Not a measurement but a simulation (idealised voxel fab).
Process module, titled voxel wiring stack
250 nm wide, 5 nm square cells: that's cross-section cut.
Cross-section layout: square cells on a grid; listed as bands, top to bottom; a band spans one or more cell rows. Per band: top height and bottom height in nm, followed by the left-to-right materials and their widths in nm; "edge to edge" marks a single material spanning edge to edge, "air" marks empty space. We count height from 0. Below that, the starting wafer is all one material. The lowest band never ends at the bottom but goes on down; see "from 0 down" for how that is written. Per-row width for "30 to 40": begins at first number (top row of band), ends at second number (bottom row), increment between rows held constant. Given "stayed the same" for a step, no cell of the cross-section differs between before and after that step. Each empty space that has no open way to the top and spans at least 8 cells appears under "Closed void inventory" as width x height at distance, the distance counted from the left edge, all in nm. On a step's line, text after the settings is the simulator commenting on that step. The setting "overlay nm" may be written on the line of a step. When the step uses a mask, the value reports how far to the right of the planned place the mask lay, and a negative value reports that it lay to the left.

The process steps that were planned are listed below:
1) RECEIVE with material Si
2) CONFORMAL_DEP with material SiO2, thk nm 10
3) DIRECTIONAL_DEP with material TiN, thk nm 5
4) DIRECTIONAL_DEP with material Ru, thk nm 15
5) DIRECTIONAL_DEP with material aC, thk nm 10
6) PATTERN with tone cover, mask id METAL_1, material resist, width nm 20, pitch nm 50, thk nm 25, overlay nm 0
7) DIRECTIONAL_ETCH with etch materials aC, depth nm 10
8) STRIP with etch materials resist
9) DIRECTIONAL_ETCH with etch materials Ru, depth nm 15
10) DIRECTIONAL_ETCH with etch materials TiN, depth nm 5
11) STRIP with etch materials aC
12) FILL_DEP with material SiO2, thk nm 5
13) CMP with height nm 30
14) CONFORMAL_DEP with material SiCN, thk nm 5
15) DIRECTIONAL_DEP with material lowk, thk nm 30
16) MASKED_ETCH with tone open, mask id METAL_2, width nm 30, pitch nm 50, etch materials lowk, depth nm 20, overlay nm 0
17) MASKED_ETCH with tone open, mask id METAL_2_HOLES, width nm 15, pitch nm 100, etch materials lowk, depth nm 10, overlay nm 0
18) MASKED_ETCH with tone open, mask id METAL_2_HOLES, width nm 15, pitch nm 100, etch materials SiCN, depth nm 5, overlay nm 0
19) CONFORMAL_DEP with material TiN, thk nm 5
20) FILL_DEP with material Ru, thk nm 5
21) CMP with height nm 65
22) CONFORMAL_DEP with material SiCN, thk nm 5
23) DIRECTIONAL_DEP with material lowk, thk nm 10
24) PATTERN with tone open, mask id PLUG_2, material resist, width nm 15, pitch nm 50, thk nm 20, overlay nm 0
25) DIRECTIONAL_ETCH with etch materials lowk, depth nm 10
26) DIRECTIONAL_ETCH with etch materials SiCN, depth nm 5
27) STRIP with etch materials resist
28) EPI with material Ru, thk nm 10
29) EPI with material Ru, thk nm 5
30) CONFORMAL_DEP with material SiCN, thk nm 5
31) DIRECTIONAL_DEP with material SiO2, thk nm 25
32) PATTERN with tone open, mask id METAL_3, material resist, width nm 30, pitch nm 50, thk nm 15, overlay nm 0
33) DIRECTIONAL_ETCH with etch materials SiO2, depth nm 25
34) DIRECTIONAL_ETCH with etch materials SiCN, depth nm 5
35) STRIP with etch materials resist
36) CONFORMAL_DEP with material TiN, thk nm 5
37) FILL_DEP with material Ru, thk nm 5
38) CMP with height nm 110
39) CONFORMAL_DEP with material SiN, thk nm 5
The plan's step 6 width nm is the first wafer's value; the wafers differ in this setting and start identical.

First of several wafers (as received, post step 1), cross-sectional view:
	from 0 down | Si edge to edge
	Closed void inventory: none

Here is the cross-section of the first of several wafers at the end of the module, after its last step, step 39:
	from 115 to 110 | SiN edge to edge
	from 110 to 85 | SiO2=60 | TiN=5 | Ru=20 | TiN=5 | SiO2=20 | TiN=5 | Ru=20 | TiN=5 | SiO2=20 | TiN=5 | Ru=20 | TiN=5 | SiO2=60
	from 85 to 80 | SiCN=60 | TiN=30 | SiCN=20 | TiN=30 | SiCN=20 | TiN=30 | SiCN=60
	from 80 to 70 | lowk=60 | Ru=15 | lowk=35 | Ru=15 | lowk=35 | Ru=15 | lowk=75
	from 70 to 65 | SiCN=60 | Ru=15 | SiCN=35 | Ru=15 | SiCN=35 | Ru=15 | SiCN=75
	from 65 to 50 | lowk=60 | TiN=5 | Ru=20 | TiN=5 | lowk=20 | TiN=5 | Ru=20 | TiN=5 | lowk=20 | TiN=5 | Ru=20 | TiN=5 | lowk=60
	from 50 to 45 | lowk=60 | TiN=5 | Ru=5 | TiN=20 | lowk=20 | TiN=30 | lowk=20 | TiN=5 | Ru=5 | TiN=20 | lowk=60
	from 45 to 35 | lowk=60 | TiN=5 | Ru=5 | TiN=5 | lowk=85 | TiN=5 | Ru=5 | TiN=5 | lowk=75
	from 35 to 30 | SiCN=60 | TiN=15 | SiCN=85 | TiN=15 | SiCN=75
	from 30 to 15 | SiO2=65 | Ru=20 | SiO2=30 | Ru=20 | SiO2=30 | Ru=20 | SiO2=65
	from 15 to 10 | SiO2=65 | TiN=20 | SiO2=30 | TiN=20 | SiO2=30 | TiN=20 | SiO2=65
	from 10 to 0 | SiO2 edge to edge
	from 0 down | Si edge to edge
	Closed void inventory: none

So this is the cross-section on the last wafer at the end of the module:
	from 115 to 110 | SiN edge to edge
	from 110 to 85 | SiO2=60 | TiN=5 | Ru=20 | TiN=5 | SiO2=20 | TiN=5 | Ru=20 | TiN=5 | SiO2=20 | TiN=5 | Ru=20 | TiN=5 | SiO2=60
	from 85 to 80 | SiCN=60 | TiN=30 | SiCN=20 | TiN=30 | SiCN=20 | TiN=30 | SiCN=60
	from 80 to 70 | lowk=60 | Ru=15 | lowk=35 | Ru=15 | lowk=35 | Ru=15 | lowk=75
	from 70 to 65 | SiCN=60 | Ru=15 | SiCN=35 | Ru=15 | SiCN=35 | Ru=15 | SiCN=75
	from 65 to 50 | lowk=60 | TiN=5 | Ru=20 | TiN=5 | lowk=20 | TiN=5 | Ru=20 | TiN=5 | lowk=20 | TiN=5 | Ru=20 | TiN=5 | lowk=60
	from 50 to 45 | lowk=60 | TiN=5 | Ru=5 | TiN=20 | lowk=20 | TiN=30 | lowk=20 | TiN=5 | Ru=5 | TiN=20 | lowk=60
	from 45 to 35 | lowk=60 | TiN=5 | Ru=5 | TiN=5 | lowk=85 | TiN=5 | Ru=5 | TiN=5 | lowk=75
	from 35 to 30 | SiCN=60 | TiN=15 | SiCN=85 | TiN=15 | SiCN=75
	from 30 to 15 | SiO2=60 | Ru=35 | SiO2=15 | Ru=35 | SiO2=15 | Ru=35 | SiO2=55
	from 15 to 10 | SiO2=60 | TiN=35 | SiO2=15 | TiN=35 | SiO2=15 | TiN=35 | SiO2=55
	from 10 to 0 | SiO2 edge to edge
	from 0 down | Si edge to edge
	Closed void inventory: none

The rows of the table below are wafers. Looking at the end of the module, a row counts, for every material, the cells the wafer has gained, shown as (+), or lost, shown as (-), since it was received; its closed voids come next:
width nm 20; +165 Ru; +117 SiCN; +50 SiN; +412 SiO2; +108 TiN; +298 lowk; Closed void inventory: none
width nm 25; +174 Ru; +117 SiCN; +50 SiN; +400 SiO2; +111 TiN; +298 lowk; Closed void inventory: none
width nm 30; +183 Ru; +117 SiCN; +50 SiN; +388 SiO2; +114 TiN; +298 lowk; Closed void inventory: none
width nm 35; +192 Ru; +117 SiCN; +50 SiN; +376 SiO2; +117 TiN; +298 lowk; Closed void inventory: none
